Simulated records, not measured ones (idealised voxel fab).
Process module heading - voxel gate over fins
It is cross-section cut that appears here, measuring 245 nm in width, its square cells being 5 nm in size.
Bands, listed from the top down, are how a cross-section gets written in this document; the cross-section itself is a grid of square cells, and a band is one or more rows of them. The band entry comprises the height of the band's top followed by the height of its bottom, expressed in nm, and subsequently the band's materials from left to right, each stated together with its width in nm. Where a single material is marked with the word "full width", that material fills the band from edge to edge. The word "air" represents empty space. The reference from which all heights are counted is 0, the level beneath which the as-received wafer is entirely one material; the lowest band, having no lower bound, proceeds downward and is written after the example "z 0 and below". Graded width ("30..40"): value in top row of band = first number; value in bottom row = second number; row-to-row change constant. A step reported as "no alteration" is a step in which no cell of the cross-section changed. Basically, "Trapped cavities" tells you about the enclosed voids: empty spaces with no open way to the top, 8 cells or bigger, each written width x height at distance, where distance is from the left edge, all in nm. On each step's line, the part that comes after the settings is the simulator's own comment on the step. Each step line may optionally specify "overlay nm", which for a step with a mask gives the rightward distance between the mask's planned place and where it lay, a negative value indicating the leftward direction.
-- The process steps that were planned are listed below
1,RECEIVE, material Si
2,CONFORMAL_DEP, material SiN, thk nm 5
3,PATTERN, tone cover, mask id FINS, material resist, width nm 15, pitch nm 35, thk nm 20, overlay nm 0
4,DIRECTIONAL_ETCH, etch materials SiN, depth nm 5
5,DIRECTIONAL_ETCH, etch materials Si, depth nm 30
6,STRIP, etch materials resist
7,FILL_DEP, material SiO2, thk nm 10
8,CMP, height nm 5
9,SELECTIVE_ETCH, etch materials SiO2, depth nm 20
10,STRIP, etch materials SiN
11,CONFORMAL_DEP, material HfO2, thk nm 5
12,CONFORMAL_DEP, material TiN, thk nm 5
13,CONFORMAL_DEP, material TiAl, thk nm 5
14,CONFORMAL_DEP, material TiN, thk nm 5
15,FILL_DEP, material W, thk nm 15
16,CMP, height nm 30
17,CONFORMAL_DEP, material SiCN, thk nm 5
-- Wafer at receipt (post step 1), cross-section
* z 0 and below | Si full width
* Trapped cavities: none
-- Cross-section, first of two wafers, end of module, run as planned
* z 35 to 30 | SiCN full width
* z 30 to 20 | W full width
* z 20 to 15 | W=75 / TiN=90 / W=80
* z 15 to 10 | W=75 / TiN=5 / TiAl=80 / TiN=5 / W=80
* z 10 to 5 | W=75 / TiN=5 / TiAl=5 / TiN=70 / TiAl=5 / TiN=5 / W=80
* z 5 to 0 | TiN=80 / TiAl=5 / TiN=5 / HfO2=25 / TiN=10 / HfO2=25 / TiN=5 / TiAl=5 / TiN=85
* z 0 to -5 | TiAl=85 / TiN=5 / HfO2=5 / Si=15 / HfO2=5 / TiN=10 / HfO2=5 / Si=15 / HfO2=5 / TiN=5 / TiAl=90
* z -5 to -10 | TiN=90 / HfO2=5 / Si=15 / HfO2=5 / TiN=10 / HfO2=5 / Si=15 / HfO2=5 / TiN=95
* z -10 to -15 | HfO2=95 / Si=15 / HfO2=20 / Si=15 / HfO2=100
* z -15 to -30 | SiO2=95 / Si=15 / SiO2=20 / Si=15 / SiO2=100
* z -30 and below | Si full width
* Trapped cavities: none
-- Cross-section, wafer two of two, end of module: same start and plan as wafer one, one error in execution
* z 35 to 30 | SiCN full width
* z 30 to 20 | W full width
* z 20 to 15 | TiN full width
* z 15 to 10 | TiAl full width
* z 10 to 5 | TiN full width
* z 5 to 0 | HfO2=100 / TiN=5 / HfO2=30 / TiN=5 / HfO2=105
* z 0 to -10 | Si=95 / HfO2=5 / TiN=5 / HfO2=5 / Si=20 / HfO2=5 / TiN=5 / HfO2=5 / Si=100
* z -10 to -15 | Si=95 / HfO2=15 / Si=20 / HfO2=15 / Si=100
* z -15 to -30 | Si=95 / SiO2=15 / Si=20 / SiO2=15 / Si=100
* z -30 and below | Si full width
* Trapped cavities: none
Here's what went sideways: step 3, actual vs plan mismatch, actual run PATTERN, tone open, mask id FINS, material resist, width nm 15, pitch nm 35, thk nm 20, overlay nm 0
Final wafer comparison in cells, second versus first, more or fewer per material: Si +222, SiO2 -111, TiAl -6, TiN -12, W -93
